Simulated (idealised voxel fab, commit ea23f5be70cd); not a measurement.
process module | voxel air gaps
cross-section cut | 260 nm wide | cells 5 nm
A cross-section is a grid of square cells, given in bands from the top down. A band is one or more rows of cells.
Each band's line starts with the height of the band's top and of its bottom, in nm. Then come its materials from left to right, each with its width in nm. One material with "throughout" fills the band from edge to edge. "air" is empty space.
Height 0 is the level under which the wafer as received is all one material. The lowest band goes on downwards, as in "0 down".
A width such as "30 to 40" changes by the same amount from each row of cells to the next, from the band's top row to its bottom row.
"no change" after a step means that no cell of the cross-section changed.
closed voids: empty space of 8 cells or more with no open way to the top, each as width x height at its distance from the left edge, in nm
after a step's settings: what the simulator itself notes on the step
overlay nm, on a step with a mask: how far to the right of its planned place the mask lay; to the left if negative
plan
1 op RECEIVE | material Si
2 op CONFORMAL_DEP | material SiO2 | thk nm 10
3 op CONFORMAL_DEP | material SiCN | thk nm 5
4 op DIRECTIONAL_DEP | material SiO2 | thk nm 35
5 op DIRECTIONAL_DEP | material aC | thk nm 15
6 op PATTERN | tone open | mask id LINES | material resist | width nm 25 | pitch nm 50 | thk nm 35 | overlay nm -15
7 op DIRECTIONAL_ETCH | etch materials aC | depth nm 15
8 op STRIP | etch materials resist
9 op DIRECTIONAL_ETCH | etch materials SiO2 | depth nm 35
10 op STRIP | etch materials aC
11 op CONFORMAL_DEP | material TiN | thk nm 5
12 op FILL_DEP | material W | thk nm 10
13 op CMP | height nm 50
14 op EPI | material Ru | thk nm 10
15 op SELECTIVE_ETCH | etch materials SiO2 | depth nm 45
16 op CONFORMAL_DEP | material SiCN | thk nm 5
varied across the wafers: overlay nm of step 6. The plan shows the first wafer's value. All wafers start alike
first wafer as received, after step 1
  0 down: Si throughout
  closed voids: none
each wafer at the end: cells of each material gained (+) or lost (-) since it was received, then its closed voids
overlay nm -15 | +72 Ru | +196 SiCN | +104 SiO2 | +68 TiN | +72 W | closed voids: 15 x 25 at 55; 15 x 25 at 105; 15 x 25 at 155
overlay nm -10 | +72 Ru | +196 SiCN | +104 SiO2 | +68 TiN | +72 W | closed voids: 15 x 25 at 60; 15 x 25 at 110; 15 x 25 at 160
overlay nm -5 | +72 Ru | +196 SiCN | +104 SiO2 | +68 TiN | +72 W | closed voids: 15 x 25 at 65; 15 x 25 at 115; 15 x 25 at 165
overlay nm 0 | +72 Ru | +196 SiCN | +104 SiO2 | +68 TiN | +72 W | closed voids: 15 x 25 at 70; 15 x 25 at 120; 15 x 25 at 170
overlay nm 5 | +72 Ru | +196 SiCN | +104 SiO2 | +68 TiN | +72 W | closed voids: 15 x 25 at 75; 15 x 25 at 125; 15 x 25 at 175
overlay nm 10 | +72 Ru | +196 SiCN | +104 SiO2 | +68 TiN | +72 W | closed voids: 15 x 25 at 80; 15 x 25 at 130; 15 x 25 at 180
overlay nm 15 | +72 Ru | +196 SiCN | +104 SiO2 | +68 TiN | +72 W | closed voids: 15 x 25 at 85; 15 x 25 at 135; 15 x 25 at 185
